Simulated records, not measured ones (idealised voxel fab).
A process module follows: voxel released beams.
We display cut, a cross-section 190 nm in width whose square cells are each 5 nm.
The cross-sections in this document take the form of a grid made of square cells. They are written out as bands, in order from top to bottom. Each band consists of one or more rows of cells. What a band's entry tells you: where the top is and where the bottom is, as heights in nm, and after that what lies inside, material by material from left to right, each with its width in nm. Empty space is written as the word "empty", and a single material marked with the word "throughout" occupies the band from edge to edge. For the purposes of this specification, 0 denotes the height below which the wafer in its as-received condition is composed wholly of one material, and the lowermost band, lacking a lower limit, extends downward without end, as expressed in "top 0, no bottom". Note: "30..40" means the width goes from the first number (top row of the band) to the second number (bottom row) in equal steps per row of cells. A step reported as "nothing got changed" is a step in which no cell of the cross-section changed. Reported under the label "Enclosed empty spaces" are the empty spaces having no open way to the top and comprising 8 cells or more; the notation for each is width x height at distance, in which the distance is measured from the left edge and all three values are in nm. Past the settings on a step's line: simulator remark, on that step. Steps that use a mask can have "overlay nm" on their line. It says how far the mask sat to the right of where it was meant to be. Negative means to the left.

Here's what the planned process steps look like:
1 RECEIVE,material Si
2 CONFORMAL_DEP,material Al2O3,thk nm 5
3 DIRECTIONAL_DEP,material SiO2,thk nm 20
4 MASKED_ETCH,tone open,mask id ANCHOR,width nm 35,etch materials SiO2,depth nm 20,overlay nm 0
5 CONFORMAL_DEP,material W,thk nm 15
6 MASKED_ETCH,tone cover,mask id BEAM,width nm 90,etch materials W,depth nm 15,overlay nm 0
7 STRIP,etch materials SiO2

So this is the incoming wafer in cross-section - it's already been through step 1:
* top 0, no bottom = Si throughout
* Enclosed empty spaces: none

Here's the wafer cut in cross-section after the module, started and planned just like above, except one thing was done wrong in the run:
* top 40, bottom 25 = 45 of empty, then 15 of W, then 15 of empty, then 60 of W, then 55 of empty
* top 25, bottom 20 = 45 of empty, then 15 of W, then 15 of empty, then 15 of W, then 100 of empty
* top 20, bottom 5 = 45 of empty, then 45 of W, then 100 of empty
* top 5, bottom 0 = Al2O3 throughout
* top 0, no bottom = Si throughout
* Enclosed empty spaces: none
Nonconformance to the process plan: so step 4 ended up running with a different setting than we planned, it ran as MASKED_ETCH,tone open,mask id ANCHOR,width nm 45,etch materials SiO2,depth nm 20,overlay nm 0
